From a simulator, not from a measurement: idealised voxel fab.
process module | voxel ribs on slabs
cross-section cut | 155 nm wide | cells 5 nm
A cross-section is a grid of square cells, given in bands from the top down. A band is one or more rows of cells.
Each band's line starts with the height of the band's top and of its bottom, in nm. Then come its materials from left to right, each with its width in nm. One material with "throughout" fills the band from edge to edge. "air" is empty space.
Height 0 is the level under which the wafer as received is all one material. The lowest band goes on downwards, as in "0 down".
A width such as "30 to 40" changes by the same amount from each row of cells to the next, from the band's top row to its bottom row.
"no change" after a step means that no cell of the cross-section changed.
closed voids: empty space of 8 cells or more with no open way to the top, each as width x height at its distance from the left edge, in nm
after a step's settings: what the simulator itself notes on the step
overlay nm, on a step with a mask: how far to the right of its planned place the mask lay; to the left if negative
plan
1 op RECEIVE | material Si
2 op DIRECTIONAL_DEP | material SiO2 | thk nm 20
3 op DIRECTIONAL_DEP | material SiN | thk nm 15
4 op DIRECTIONAL_DEP | material aC | thk nm 10
5 op PATTERN | tone cover | mask id RIB | material resist | width nm 30 | thk nm 30 | overlay nm 0
6 op DIRECTIONAL_ETCH | etch materials aC | depth nm 10
7 op STRIP | etch materials resist
8 op DIRECTIONAL_ETCH | etch materials SiN | depth nm 10
9 op STRIP | etch materials aC
10 op DIRECTIONAL_DEP | material aC | thk nm 15
11 op PATTERN | tone cover | mask id SLAB | material resist | width nm 90 | thk nm 35 | overlay nm 0
12 op DIRECTIONAL_ETCH | etch materials aC | depth nm 15
13 op STRIP | etch materials resist
14 op DIRECTIONAL_ETCH | etch materials SiN | depth nm 5
15 op STRIP | etch materials aC
16 op FILL_DEP | material SiO2 | thk nm 25
17 op CMP | height nm 50
18 op DIRECTIONAL_DEP | material W | thk nm 10
19 op DIRECTIONAL_DEP | material aC | thk nm 15
20 op PATTERN | tone cover | mask id HEATER | material resist | width nm 40 | thk nm 35 | overlay nm 0
21 op DIRECTIONAL_ETCH | etch materials aC | depth nm 15
22 op STRIP | etch materials resist
23 op DIRECTIONAL_ETCH | etch materials W | depth nm 10
24 op STRIP | etch materials aC
25 op CONFORMAL_DEP | material SiN | thk nm 10
as received, after step 1
  0 down: Si throughout
  closed voids: none
a wafer at the end: this start, this plan, one mistake
  70 to 60: SiN 65 | air 20 | SiN 70
  60 to 50: W 55 | SiN 40 | W 60
  50 to 35: SiO2 throughout
  35 to 25: SiO2 60 | SiN 30 | SiO2 65
  25 to 20: SiO2 30 | SiN 90 | SiO2 35
  20 to 0: SiO2 throughout
  0 down: Si throughout
  closed voids: none
what went wrong: step 20 ran as: op PATTERN | tone open | mask id HEATER | material resist | width nm 40 | thk nm 35 | overlay nm 0
